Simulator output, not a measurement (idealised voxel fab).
The name of this process module is voxel gate over fins.
The cross-section shown here is cut; it is 280 nm wide and divided into square cells measuring 5 nm on a side.
How to read a cross-section here: the picture is a grid of square cells, written as bands going from the top down, and any band can span one or more rows of cells.
It is stipulated that each band's entry specify, in nanometres, the height of the top of the band and then that of its bottom, followed by the materials of the band in left-to-right sequence, each together with its width in nanometres. A single material marked by the word "everywhere" is understood to fill the band from edge to edge; the word "air" is understood to denote empty space.
Beneath 0, the wafer as received is one material, and that level is where height counting begins. The lowest band goes on downward without a bottom; it is written like "0..down".
A two-number width, for instance "30->40", indicates that the width is equal to the first number in the top row of the band and to the second number in the bottom row, and that it changes by a constant amount per row of cells.
When a step is marked "remained unchanged", none of the cells in the cross-section changed during that step.
"Trapped cavities" - sealed voids, min. 8 cells, no opening to top; format: width x height at distance (distance from left edge; nm throughout).
On each step's line, the part that comes after the settings is the simulator's own comment on the step.
When a step includes a mask, the "overlay nm" setting on its line states how far to the right of its planned place that mask lay, and negative values state how far to the left.
The steps planned for the process are as follows
- 1: RECEIVE,material Si
- 2: CONFORMAL_DEP,material SiN,thk nm 5
- 3: PATTERN,tone cover,mask id FINS,material resist,width nm 15,pitch nm 45,thk nm 20,overlay nm 0
- 4: DIRECTIONAL_ETCH,etch materials SiN,depth nm 5
- 5: DIRECTIONAL_ETCH,etch materials Si,depth nm 35
- 6: STRIP,etch materials resist
- 7: FILL_DEP,material SiO2,thk nm 15
- 8: CMP,height nm 5
- 9: SELECTIVE_ETCH,etch materials SiO2,depth nm 20
- 10: STRIP,etch materials SiN
- 11: CONFORMAL_DEP,material HfO2,thk nm 5
- 12: CONFORMAL_DEP,material TiN,thk nm 5
- 13: CONFORMAL_DEP,material TiAl,thk nm 5
- 14: CONFORMAL_DEP,material TiN,thk nm 5
- 15: FILL_DEP,material W,thk nm 10
- 16: CMP,height nm 25
- 17: CONFORMAL_DEP,material SiN,thk nm 10
For clarity, it should be stated that the wafers under discussion commence in an identical condition and differ with respect to the width nm of step 3, the plan indicating the value that the first wafer had.
Cross-section of the first of several wafers as received (after step 1)
> 0..down: Si everywhere
> Trapped cavities: none
Heads up, this table goes wafer by wafer. A row tells you, at the end of the module, how many cells of each material that wafer has put on (+) or dropped (-) since it was received, and then its closed voids
width nm 15; +68 HfO2; -350 Si; +112 SiN; +200 SiO2; +68 TiAl; +130 TiN; +164 W; Trapped cavities: none
width nm 20; +68 HfO2; -336 Si; +112 SiN; +192 SiO2; +65 TiAl; +130 TiN; +161 W; Trapped cavities: none
width nm 25; +68 HfO2; -322 Si; +112 SiN; +184 SiO2; +62 TiAl; +130 TiN; +158 W; Trapped cavities: none
width nm 30; +68 HfO2; -308 Si; +112 SiN; +176 SiO2; +62 TiAl; +127 TiN; +155 W; Trapped cavities: none
